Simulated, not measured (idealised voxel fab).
process module | voxel local oxidation
cross-section cut | 150 nm wide | cells 5 nm
A cross-section is a grid of square cells, given in bands from the top down. A band is one or more rows of cells.
Each band's line starts with the height of the band's top and of its bottom, in nm. Then come its materials from left to right, each with its width in nm. One material with "throughout" fills the band from edge to edge. "air" is empty space.
Height 0 is the level under which the wafer as received is all one material. The lowest band goes on downwards, as in "0 down".
A width such as "30 to 40" changes by the same amount from each row of cells to the next, from the band's top row to its bottom row.
"no change" after a step means that no cell of the cross-section changed.
closed voids: empty space of 8 cells or more with no open way to the top, each as width x height at its distance from the left edge, in nm
after a step's settings: what the simulator itself notes on the step
overlay nm, on a step with a mask: how far to the right of its planned place the mask lay; to the left if negative
plan
1 op RECEIVE | material Si
2 op CONFORMAL_DEP | material SiO2 | thk nm 5
3 op CONFORMAL_DEP | material SiN | thk nm 10
4 op MASKED_ETCH | tone cover | mask id ACTIVE | width nm 90 | etch materials SiN | depth nm 10 | overlay nm -15
5 op SELECTIVE_ETCH | etch materials SiO2 | depth nm 5
6 op OXIDIZE | depth nm 15
7 op STRIP | etch materials SiN
varied across the wafers: overlay nm of step 4. The plan shows the first wafer's value. All wafers start alike
first wafer as received, after step 1
  0 down: Si throughout
  closed voids: none
first wafer at the end, after step 7
  5 to 0: air 20 | SiO2 80 | air 50
  0 to -15: SiO2 35 | Si 50 | SiO2 65
  -15 down: Si throughout
  closed voids: none
last wafer at the end
  5 to 0: air 50 | SiO2 80 | air 20
  0 to -15: SiO2 65 | Si 50 | SiO2 35
  -15 down: Si throughout
  closed voids: none
each wafer at the end: cells of each material gained (+) or lost (-) since it was received, then its closed voids
overlay nm -15 | -60 Si | +76 SiO2 | closed voids: none
overlay nm -10 | -60 Si | +76 SiO2 | closed voids: none
overlay nm -5 | -60 Si | +76 SiO2 | closed voids: none
overlay nm 0 | -60 Si | +76 SiO2 | closed voids: none
overlay nm 5 | -60 Si | +76 SiO2 | closed voids: none
overlay nm 10 | -60 Si | +76 SiO2 | closed voids: none
overlay nm 15 | -60 Si | +76 SiO2 | closed voids: none
